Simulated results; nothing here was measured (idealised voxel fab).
Process module under the name voxel transistor to metal
Displayed cross-section: cut, width of 190 nm, square cells sized 5 nm.
Cross-section spec: square-cell grid; bands listed top down; each band is one or more rows.
Heads up on the band format: heights come first, top then bottom, in nm. After that it's the materials left to right, each with its width in nm. A single material flagged "everywhere" fills the whole band edge to edge, and "air" means there's empty space there.
Zero point of the height axis is 0; under it, received wafer = one material. Lowest band: continues down indefinitely, "from 0 down".
When a width is written as two numbers, as in "30..40", the first number is the width in the top row of cells of the band and the second is the width in its bottom row, and the width changes by the same amount from each row to the next.
The cross-section has no changed cell in any step marked "no alterations made".
Enclosed voids (no open way to top), threshold 8 cells or more, entry "Fully sealed cavities", notation width x height at distance, distance from left edge, nm.
It should be noted that, on the line of a given step, the content following the step's settings is a remark produced by the simulator itself with respect to that step.
overlay nm: mask right of planned place by this much (step with mask). Neg. = left.

**Process steps (planned)**
| 1 | RECEIVE, material Si |
| 2 | OXIDIZE, depth nm 5 |
| 3 | CONFORMAL_DEP, material SiN, thk nm 15 |
| 4 | MASKED_ETCH, tone cover, mask id ACTIVE, width nm 100, etch materials SiN, depth nm 15, overlay nm 0 |
| 5 | MASKED_ETCH, tone cover, mask id ACTIVE, width nm 100, etch materials SiO2, depth nm 5, overlay nm 0 |
| 6 | MASKED_ETCH, tone cover, mask id ACTIVE, width nm 100, etch materials Si, depth nm 30, overlay nm 0 |
| 7 | FILL_DEP, material SiO2, thk nm 15 |
| 8 | CMP, height nm 15 |
| 9 | SELECTIVE_ETCH, etch materials SiO2, depth nm 5 |
| 10 | STRIP, etch materials SiN |
| 11 | SELECTIVE_ETCH, etch materials SiO2, depth nm 5 |
| 12 | OXIDIZE, depth nm 5 |
| 13 | DIRECTIONAL_DEP, material polySi, thk nm 25 |
| 14 | DIRECTIONAL_DEP, material SiCN, thk nm 15 |
| 15 | MASKED_ETCH, tone cover, mask id GATE, width nm 20, etch materials SiCN, depth nm 25, overlay nm 0 |
| 16 | MASKED_ETCH, tone cover, mask id GATE, width nm 20, etch materials polySi, depth nm 35, overlay nm 0 |
| 17 | CONFORMAL_DEP, material SiN, thk nm 10 |
| 18 | DIRECTIONAL_ETCH, etch materials SiN, depth nm 10 |
| 19 | DIRECTIONAL_ETCH, etch materials SiO2, depth nm 5 |
| 20 | DIRECTIONAL_ETCH, etch materials Si, depth nm 5 |
| 21 | EPI, material nSi, thk nm 5 |
| 22 | FILL_DEP, material SiO2, thk nm 5 |
| 23 | CMP, height nm 35 |
| 24 | DIRECTIONAL_DEP, material SiO2, thk nm 15 |
| 25 | MASKED_ETCH, tone open, mask id CONTACT, width nm 20, pitch nm 70, etch materials SiO2, depth nm 60, overlay nm 0 |
| 26 | CONFORMAL_DEP, material TiN, thk nm 5 |
| 27 | FILL_DEP, material Ru, thk nm 10 |
| 28 | CMP, height nm 50 |
| 29 | DIRECTIONAL_DEP, material TiN, thk nm 5 |
| 30 | DIRECTIONAL_DEP, material Ru, thk nm 15 |
| 31 | PATTERN, tone cover, mask id METAL_1, material resist, width nm 20, pitch nm 70, thk nm 20, overlay nm 0 |
| 32 | DIRECTIONAL_ETCH, etch materials Ru, depth nm 15 |
| 33 | DIRECTIONAL_ETCH, etch materials TiN, depth nm 5 |
| 34 | STRIP, etch materials resist |
| 35 | CONFORMAL_DEP, material SiN, thk nm 5 |
| 36 | FILL_DEP, material SiO2, thk nm 5 |
| 37 | CMP, height nm 70 |
| 38 | CONFORMAL_DEP, material SiCN, thk nm 5 |

**Received-state cross-section, reflecting completion of step 1**
- from 0 down  Si everywhere
- Fully sealed cavities: none

**Sectioned view, first of two wafers, at the close of the module, processed as intended in the plan**
- from 75 to 70  SiCN everywhere
- from 70 to 55  45 SiO2 / 5 SiN / 20 Ru / 5 SiN / 40 SiO2 / 5 SiN / 20 Ru / 5 SiN / 45 SiO2
- from 55 to 50  50 SiN / 20 TiN / 50 SiN / 20 TiN / 50 SiN
- from 50 to 35  50 SiO2 / 5 TiN / 10 Ru / 5 TiN / 50 SiO2 / 5 TiN / 10 Ru / 5 TiN / 50 SiO2
- from 35 to 20  50 SiO2 / 5 TiN / 10 Ru / 5 TiN / 5 SiO2 / 10 SiN / 20 SiCN / 10 SiN / 5 SiO2 / 5 TiN / 10 Ru / 5 TiN / 50 SiO2
- from 20 to 5  50 SiO2 / 5 TiN / 10 Ru / 5 TiN / 5 SiO2 / 10 SiN / 20 polySi / 10 SiN / 5 SiO2 / 5 TiN / 10 Ru / 5 TiN / 50 SiO2
- from 5 to -5  40 SiO2 / 10 SiN / 5..10 TiN / 10..5 Ru / 5 TiN / 5 SiO2 / 10 SiN / 20 polySi / 10 SiN / 5 SiO2 / 5 TiN / 10..5 Ru / 5..10 TiN / 10 SiN / 40 SiO2
- from -5 to -10  50 SiO2 / 5 nSi / 15 TiN / 5 nSi / 40 SiO2 / 5 nSi / 15 TiN / 5 nSi / 50 SiO2
- from -10 to -15  45 SiO2 / 5 Si / 25 nSi / 40 Si / 25 nSi / 5 Si / 45 SiO2
- from -15 to -35  45 SiO2 / 100 Si / 45 SiO2
- from -35 down  Si everywhere
- Fully sealed cavities: none

**Now the second wafer, cross-sectioned at the end of the module. Nothing different at the start, nothing different in the plan compared with the first, just one mistake when it was actually run**
- from 75 to 70  SiCN everywhere
- from 70 to 65  50 SiN / 20 TiN / 50 SiN / 20 TiN / 50 SiN
- from 65 to 55  Ru everywhere
- from 55 to 50  55 TiN / 10 Ru / 60 TiN / 10 Ru / 55 TiN
- from 50 to 35  50 SiO2 / 5 TiN / 10 Ru / 5 TiN / 50 SiO2 / 5 TiN / 10 Ru / 5 TiN / 50 SiO2
- from 35 to 20  50 SiO2 / 5 TiN / 10 Ru / 5 TiN / 5 SiO2 / 10 SiN / 20 SiCN / 10 SiN / 5 SiO2 / 5 TiN / 10 Ru / 5 TiN / 50 SiO2
- from 20 to 5  50 SiO2 / 5 TiN / 10 Ru / 5 TiN / 5 SiO2 / 10 SiN / 20 polySi / 10 SiN / 5 SiO2 / 5 TiN / 10 Ru / 5 TiN / 50 SiO2
- from 5 to -5  40 SiO2 / 10 SiN / 5..10 TiN / 10..5 Ru / 5 TiN / 5 SiO2 / 10 SiN / 20 polySi / 10 SiN / 5 SiO2 / 5 TiN / 10..5 Ru / 5..10 TiN / 10 SiN / 40 SiO2
- from -5 to -10  50 SiO2 / 5 nSi / 15 TiN / 5 nSi / 40 SiO2 / 5 nSi / 15 TiN / 5 nSi / 50 SiO2
- from -10 to -15  45 SiO2 / 5 Si / 25 nSi / 40 Si / 25 nSi / 5 Si / 45 SiO2
- from -15 to -35  45 SiO2 / 100 Si / 45 SiO2
- from -35 down  Si everywhere
- Fully sealed cavities: none
It is concluded that the wafer was processed incorrectly with respect to the plan, in that step 28 of the plan never got run, it was skipped over
Final difference in cells, second wafer against first, listed per material as more or fewer: +56 Ru, -12 SiN, -78 SiO2, +34 TiN
